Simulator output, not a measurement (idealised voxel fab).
Module name: voxel transistor to metal (process module)
Cross-section cut spans 285 nm and uses square cells 5 nm in size.
Notation: cross-section as square-cell grid; stated in bands, top first, going down; one or more cell rows per band.
It is stipulated that each band's entry specify, in nanometres, the height of the top of the band and then that of its bottom, followed by the materials of the band in left-to-right sequence, each together with its width in nanometres. A single material marked by the word "throughout" is understood to fill the band from edge to edge; the word "empty" is understood to denote empty space.
For the purposes of this specification, 0 denotes the height below which the wafer in its as-received condition is composed wholly of one material, and the lowermost band, lacking a lower limit, extends downward without end, as expressed in "0 and below".
The expression "30->40" gives the width at the extremes of the band, the first number at its top row of cells and the second at its bottom row, with the width changing by equal amounts from each row to the next in between.
No cell of the cross-section changed in a step that is given as "nothing changed".
Closed-off voids of 8+ cells (no open route to the top) go in "Closed empty spaces", written width x height at distance from the left edge, in nm.
Where a step's line continues beyond its settings, the continuation is a remark by the simulator itself on that step.
"overlay nm" on a masked step: distance the mask lay right of its planned place, negative for left.

[Below is the list of planned process steps]
1) RECEIVE, material Si
2) OXIDIZE, depth nm 5
3) CONFORMAL_DEP, material SiN, thk nm 15
4) DIRECTIONAL_DEP, material aC, thk nm 10
5) PATTERN, tone cover, mask id ACTIVE, material resist, width nm 105, pitch nm 130, thk nm 30, overlay nm 0
6) DIRECTIONAL_ETCH, etch materials aC, depth nm 10
7) STRIP, etch materials resist
8) DIRECTIONAL_ETCH, etch materials SiN, depth nm 15
9) DIRECTIONAL_ETCH, etch materials SiO2, depth nm 5
10) DIRECTIONAL_ETCH, etch materials Si, depth nm 25
11) STRIP, etch materials aC
12) FILL_DEP, material SiO2, thk nm 15
13) CMP, height nm 15
14) SELECTIVE_ETCH, etch materials SiO2, depth nm 5
15) STRIP, etch materials SiN
16) SELECTIVE_ETCH, etch materials SiO2, depth nm 5
17) OXIDIZE, depth nm 5
18) DIRECTIONAL_DEP, material polySi, thk nm 30
19) DIRECTIONAL_DEP, material SiCN, thk nm 15
20) MASKED_ETCH, tone cover, mask id GATE, width nm 35, pitch nm 130, etch materials SiCN, depth nm 25, overlay nm 0
21) MASKED_ETCH, tone cover, mask id GATE, width nm 35, pitch nm 130, etch materials polySi, depth nm 40, overlay nm 0
22) CONFORMAL_DEP, material SiN, thk nm 10
23) DIRECTIONAL_ETCH, etch materials SiN, depth nm 10
24) DIRECTIONAL_ETCH, etch materials SiO2, depth nm 5
25) DIRECTIONAL_ETCH, etch materials Si, depth nm 15
26) EPI, material SiGe, thk nm 20
27) FILL_DEP, material SiO2, thk nm 10
28) CMP, height nm 25
29) STRIP, etch materials polySi
30) SELECTIVE_ETCH, etch materials SiO2, depth nm 5
31) CONFORMAL_DEP, material HfO2, thk nm 5
32) CONFORMAL_DEP, material TiN, thk nm 5
33) FILL_DEP, material W, thk nm 5
34) CMP, height nm 20
35) DIRECTIONAL_DEP, material SiO2, thk nm 10
36) PATTERN, tone open, mask id CONTACT, material resist, width nm 15, thk nm 15, overlay nm 0
37) DIRECTIONAL_ETCH, etch materials SiO2, depth nm 20
38) STRIP, etch materials resist
39) CONFORMAL_DEP, material TiN, thk nm 5
40) FILL_DEP, material Ru, thk nm 10
41) CMP, height nm 30
42) DIRECTIONAL_DEP, material TiN, thk nm 5
43) DIRECTIONAL_DEP, material W, thk nm 15
44) DIRECTIONAL_DEP, material aC, thk nm 15
45) PATTERN, tone cover, mask id METAL_1, material resist, width nm 15, thk nm 30, overlay nm 0
46) DIRECTIONAL_ETCH, etch materials aC, depth nm 15
47) STRIP, etch materials resist
48) DIRECTIONAL_ETCH, etch materials W, depth nm 15
49) DIRECTIONAL_ETCH, etch materials TiN, depth nm 5
50) STRIP, etch materials aC
51) FILL_DEP, material SiO2, thk nm 5
52) CMP, height nm 50
53) CONFORMAL_DEP, material SiCN, thk nm 5
54) DIRECTIONAL_DEP, material lowk, thk nm 25
55) MASKED_ETCH, tone open, mask id METAL_2, width nm 15, pitch nm 130, etch materials lowk, depth nm 15, overlay nm 0
56) DIRECTIONAL_DEP, material aC, thk nm 15
57) PATTERN, tone open, mask id METAL_2_HOLES, material resist, width nm 15, pitch nm 130, thk nm 30, overlay nm 0
58) DIRECTIONAL_ETCH, etch materials aC, depth nm 15
59) STRIP, etch materials resist
60) DIRECTIONAL_ETCH, etch materials lowk, depth nm 10
61) DIRECTIONAL_ETCH, etch materials SiCN, depth nm 5
62) STRIP, etch materials aC
63) CONFORMAL_DEP, material TiN, thk nm 5
64) FILL_DEP, material Cu, thk nm 5
65) CMP, height nm 80
66) CONFORMAL_DEP, material SiCN, thk nm 5

[Here's what the wafer looked like in cross-section when it arrived - that's after step 1]
    0 and below | Si throughout
    Closed empty spaces: none

[As-planned run: cross-section of the first of two wafers at end of module]
    85 down to 80 | SiCN throughout
    80 down to 55 | 30 of lowk, 5 of TiN, 5 of Cu, 5 of TiN, 115 of lowk, 5 of TiN, 5 of Cu, 5 of TiN, 110 of lowk
    55 down to 50 | 30 of SiCN, 15 of TiN, 115 of SiCN, 15 of TiN, 110 of SiCN
    50 down to 35 | 30 of SiO2, 15 of W, 65 of SiO2, 15 of W, 35 of SiO2, 15 of W, 65 of SiO2, 15 of W, 30 of SiO2
    35 down to 30 | 30 of SiO2, 15 of TiN, 65 of SiO2, 15 of TiN, 35 of SiO2, 15 of TiN, 65 of SiO2, 15 of TiN, 30 of SiO2
    30 down to 20 | 30 of SiO2, 5 of TiN, 5 of Ru, 5 of TiN, 65 of SiO2, 5 of TiN, 5 of Ru, 5 of TiN, 35 of SiO2, 5 of TiN, 5 of Ru, 5 of TiN, 65 of SiO2, 5 of TiN, 5 of Ru, 5 of TiN, 30 of SiO2
    20 down to 15 | 30 of SiO2, 5 of TiN, 5 of Ru, 5 of TiN, 5 of SiO2, 10 of SiN, 5 of HfO2, 5 of TiN, 15 of W, 5 of TiN, 5 of HfO2, 10 of SiN, 5 of SiO2, 5 of TiN, 5 of Ru, 5 of TiN, 35 of SiO2, 5 of TiN, 5 of Ru, 5 of TiN, 5 of SiO2, 10 of SiN, 5 of HfO2, 5 of TiN, 15 of W, 5 of TiN, 5 of HfO2, 10 of SiN, 5 of SiO2, 5 of TiN, 5 of Ru, 5 of TiN, 30 of SiO2
    15 down to 10 | 30 of SiO2, 15 of TiN, 5 of SiO2, 10 of SiN, 5 of HfO2, 5 of TiN, 15 of W, 5 of TiN, 5 of HfO2, 10 of SiN, 5 of SiO2, 15 of TiN, 35 of SiO2, 15 of TiN, 5 of SiO2, 10 of SiN, 5 of HfO2, 5 of TiN, 15 of W, 5 of TiN, 5 of HfO2, 10 of SiN, 5 of SiO2, 15 of TiN, 30 of SiO2
    10 down to 5 | 25 of SiO2, 25 of SiGe, 10 of SiN, 5 of HfO2, 5 of TiN, 15 of W, 5 of TiN, 5 of HfO2, 10 of SiN, 25 of SiGe, 25 of SiO2, 25 of SiGe, 10 of SiN, 5 of HfO2, 5 of TiN, 15 of W, 5 of TiN, 5 of HfO2, 10 of SiN, 25 of SiGe, 25 of SiO2
    5 down to 0 | 20 of SiO2, 10 of SiN, 20 of SiGe, 10 of SiN, 5 of HfO2, 5 of TiN, 15 of W, 5 of TiN, 5 of HfO2, 10 of SiN, 20 of SiGe, 10 of SiN, 15 of SiO2, 10 of SiN, 20 of SiGe, 10 of SiN, 5 of HfO2, 5 of TiN, 15 of W, 5 of TiN, 5 of HfO2, 10 of SiN, 20 of SiGe, 10 of SiN, 20 of SiO2
    0 down to -5 | 20 of SiO2, 10 of SiN, 20 of SiGe, 10 of SiN, 5 of HfO2, 25 of TiN, 5 of HfO2, 10 of SiN, 20 of SiGe, 10 of SiN, 15 of SiO2, 10 of SiN, 20 of SiGe, 10 of SiN, 5 of HfO2, 25 of TiN, 5 of HfO2, 10 of SiN, 20 of SiGe, 10 of SiN, 20 of SiO2
    -5 down to -10 | 30 of SiO2, 20 of SiGe, 5 of SiO2, 45 of HfO2, 5 of SiO2, 20 of SiGe, 35 of SiO2, 20 of SiGe, 5 of SiO2, 45 of HfO2, 5 of SiO2, 20 of SiGe, 30 of SiO2
    -10 down to -25 | 25 of SiO2, 5 of Si, 20 of SiGe, 55 of Si, 20 of SiGe, 5 of Si, 25 of SiO2, 5 of Si, 20 of SiGe, 55 of Si, 20 of SiGe, 5 of Si, 25 of SiO2
    -25 down to -30 | 25 of SiO2, 105 of Si, 25 of SiO2, 105 of Si, 25 of SiO2
    -30 and below | Si throughout
    Closed empty spaces: none

[Wafer two, end of module, cross-section. Same start, same plan as wafer one. One mistake in the run]
    85 down to 80 | SiCN throughout
    80 down to 55 | 30 of lowk, 5 of TiN, 5 of Cu, 5 of TiN, 115 of lowk, 5 of TiN, 5 of Cu, 5 of TiN, 110 of lowk
    55 down to 50 | 30 of SiCN, 15 of TiN, 115 of SiCN, 15 of TiN, 110 of SiCN
    50 down to 35 | 30 of SiO2, 15 of W, 65 of SiO2, 15 of W, 35 of SiO2, 15 of W, 65 of SiO2, 15 of W, 30 of SiO2
    35 down to 30 | 30 of SiO2, 15 of TiN, 65 of SiO2, 15 of TiN, 35 of SiO2, 15 of TiN, 65 of SiO2, 15 of TiN, 30 of SiO2
    30 down to 20 | 30 of SiO2, 5 of TiN, 5 of Ru, 5 of TiN, 65 of SiO2, 5 of TiN, 5 of Ru, 5 of TiN, 35 of SiO2, 5 of TiN, 5 of Ru, 5 of TiN, 65 of SiO2, 5 of TiN, 5 of Ru, 5 of TiN, 30 of SiO2
    20 down to 15 | 30 of SiO2, 5 of TiN, 5 of Ru, 5 of TiN, 5 of SiO2, 10 of SiN, 5 of TiN, 25 of W, 5 of TiN, 10 of SiN, 5 of SiO2, 5 of TiN, 5 of Ru, 5 of TiN, 35 of SiO2, 5 of TiN, 5 of Ru, 5 of TiN, 5 of SiO2, 10 of SiN, 5 of TiN, 25 of W, 5 of TiN, 10 of SiN, 5 of SiO2, 5 of TiN, 5 of Ru, 5 of TiN, 30 of SiO2
    15 down to 10 | 30 of SiO2, 15 of TiN, 5 of SiO2, 10 of SiN, 5 of TiN, 25 of W, 5 of TiN, 10 of SiN, 5 of SiO2, 15 of TiN, 35 of SiO2, 15 of TiN, 5 of SiO2, 10 of SiN, 5 of TiN, 25 of W, 5 of TiN, 10 of SiN, 5 of SiO2, 15 of TiN, 30 of SiO2
    10 down to 5 | 25 of SiO2, 25 of SiGe, 10 of SiN, 5 of TiN, 25 of W, 5 of TiN, 10 of SiN, 25 of SiGe, 25 of SiO2, 25 of SiGe, 10 of SiN, 5 of TiN, 25 of W, 5 of TiN, 10 of SiN, 25 of SiGe, 25 of SiO2
    5 down to -5 | 20 of SiO2, 10 of SiN, 20 of SiGe, 10 of SiN, 5 of TiN, 25 of W, 5 of TiN, 10 of SiN, 20 of SiGe, 10 of SiN, 15 of SiO2, 10 of SiN, 20 of SiGe, 10 of SiN, 5 of TiN, 25 of W, 5 of TiN, 10 of SiN, 20 of SiGe, 10 of SiN, 20 of SiO2
    -5 down to -10 | 30 of SiO2, 20 of SiGe, 5 of SiO2, 45 of TiN, 5 of SiO2, 20 of SiGe, 35 of SiO2, 20 of SiGe, 5 of SiO2, 45 of TiN, 5 of SiO2, 20 of SiGe, 30 of SiO2
    -10 down to -25 | 25 of SiO2, 5 of Si, 20 of SiGe, 55 of Si, 20 of SiGe, 5 of Si, 25 of SiO2, 5 of Si, 20 of SiGe, 55 of Si, 20 of SiGe, 5 of Si, 25 of SiO2
    -25 down to -30 | 25 of SiO2, 105 of Si, 25 of SiO2, 105 of Si, 25 of SiO2
    -30 and below | Si throughout
    Closed empty spaces: none
Deviation from plan: step 31 was dropped from the plan's execution and never run
End of process, cell counts, second wafer against first, materials with more or fewer: 38 fewer of HfO2, 12 more of TiN, 26 more of W
